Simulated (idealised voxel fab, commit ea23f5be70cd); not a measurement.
Process module, titled voxel wiring stack
We display cut, a cross-section 145 nm in width whose square cells are each 5 nm.
For the purposes of this document, a cross-section shall be understood as a grid of square cells, specified as bands listed in top-to-bottom order, each band consisting of one or more rows of cells.
Look at the band entry: it leads with the top's height and the bottom's height in nm. Then it lists the materials left to right, with a width in nm for each. The word "edge to edge" on a single material says that material fills the band edge to edge. The word "empty" is empty space.
The reference from which all heights are counted is 0, the level beneath which the as-received wafer is entirely one material; the lowest band, having no lower bound, proceeds downward and is written after the example "0..down".
A two-number width, for instance "30 to 40", indicates that the width is equal to the first number in the top row of the band and to the second number in the bottom row, and that it changes by a constant amount per row of cells.
What does "stayed the same" mean for a step? It means no cell of the cross-section changed in that step.
"Sealed internal cavities" specifies each empty space that is not open to the top and that occupies no fewer than 8 cells, using the form width x height at distance, the distance measured from the left edge and all three quantities in nm.
The remark found on a step's line after its settings is issued by the simulator itself and pertains to that step.
overlay nm: step with mask; distance mask lay right of planned place; negative value = left of planned place.

### Listed below are the process steps as planned
1: RECEIVE (material Si)
2: CONFORMAL_DEP (material SiO2; thk nm 10)
3: DIRECTIONAL_DEP (material TiN; thk nm 5)
4: DIRECTIONAL_DEP (material W; thk nm 15)
5: DIRECTIONAL_DEP (material aC; thk nm 15)
6: PATTERN (tone cover; mask id METAL_1; material resist; width nm 25; pitch nm 55; thk nm 30; overlay nm 0)
7: DIRECTIONAL_ETCH (etch materials aC; depth nm 15)
8: STRIP (etch materials resist)
9: DIRECTIONAL_ETCH (etch materials W; depth nm 15)
10: DIRECTIONAL_ETCH (etch materials TiN; depth nm 5)
11: STRIP (etch materials aC)
12: CONFORMAL_DEP (material SiCN; thk nm 5)
13: FILL_DEP (material SiO2; thk nm 5)
14: CMP (height nm 30)
15: CONFORMAL_DEP (material SiCN; thk nm 5)
16: DIRECTIONAL_DEP (material SiO2; thk nm 35)
17: MASKED_ETCH (tone open; mask id METAL_2_HOLES; width nm 15; etch materials SiO2; depth nm 35; overlay nm 0)
18: PATTERN (tone open; mask id METAL_2; material resist; width nm 25; pitch nm 55; thk nm 20; overlay nm 0)
19: DIRECTIONAL_ETCH (etch materials SiO2; depth nm 20)
20: DIRECTIONAL_ETCH (etch materials SiCN; depth nm 5)
21: STRIP (etch materials resist)
22: CONFORMAL_DEP (material TiN; thk nm 5)
23: FILL_DEP (material Ru; thk nm 10)
24: CMP (height nm 70)
25: CONFORMAL_DEP (material SiCN; thk nm 5)
26: DIRECTIONAL_DEP (material SiO2; thk nm 20)
27: DIRECTIONAL_DEP (material aC; thk nm 10)
28: PATTERN (tone open; mask id PLUG_2; material resist; width nm 15; thk nm 25; overlay nm 0)
29: DIRECTIONAL_ETCH (etch materials aC; depth nm 10)
30: STRIP (etch materials resist)
31: DIRECTIONAL_ETCH (etch materials SiO2; depth nm 20)
32: DIRECTIONAL_ETCH (etch materials SiCN; depth nm 5)
33: STRIP (etch materials aC)
34: EPI (material Ru; thk nm 10)
35: EPI (material Ru; thk nm 10)
36: EPI (material Ru; thk nm 5)
37: DIRECTIONAL_DEP (material TiN; thk nm 5)
38: DIRECTIONAL_DEP (material Ru; thk nm 15)
39: PATTERN (tone cover; mask id METAL_3; material resist; width nm 25; pitch nm 55; thk nm 15; overlay nm 0)
40: DIRECTIONAL_ETCH (etch materials Ru; depth nm 15)
41: DIRECTIONAL_ETCH (etch materials TiN; depth nm 5)
42: STRIP (etch materials resist)
43: FILL_DEP (material SiO2; thk nm 10)
44: CMP (height nm 115)
45: CONFORMAL_DEP (material SiN; thk nm 5)

### Cross-section, incoming material, after step 1
	0..down  Si edge to edge
	Sealed internal cavities: none

### Here's the wafer cut in cross-section after the module, started and planned just like above, except one thing was done wrong in the run
	120..115  SiN edge to edge
	115..100  SiO2 30, Ru 25, SiO2 30, Ru 25, SiO2 35
	100..95  SiO2 30, TiN 25, SiO2 30, TiN 25, SiO2 35
	95..75  SiO2 30, Ru 15, SiO2 100
	75..70  SiCN 30, Ru 15, SiCN 100
	70..60  SiO2 30, TiN 5, Ru 15, TiN 5, SiO2 30, TiN 5, Ru 15, TiN 5, SiO2 35
	60..55  SiO2 30, TiN 5, Ru 5, TiN 15, SiO2 30, TiN 25, SiO2 35
	55..40  SiO2 30, TiN 5, Ru 5, TiN 5, SiO2 100
	40..35  SiCN 30, TiN 15, SiCN 100
	35..30  SiO2 25, SiCN 35, SiO2 20, SiCN 35, SiO2 30
	30..15  SiO2 25, SiCN 5, W 25, SiCN 5, SiO2 20, SiCN 5, W 25, SiCN 5, SiO2 30
	15..10  SiCN 30, TiN 25, SiCN 30, TiN 25, SiCN 35
	10..0  SiO2 edge to edge
	0..down  Si edge to edge
	Sealed internal cavities: none
What went wrong in running the wafer? not per plan at step 14, really ran CMP (height nm 35)
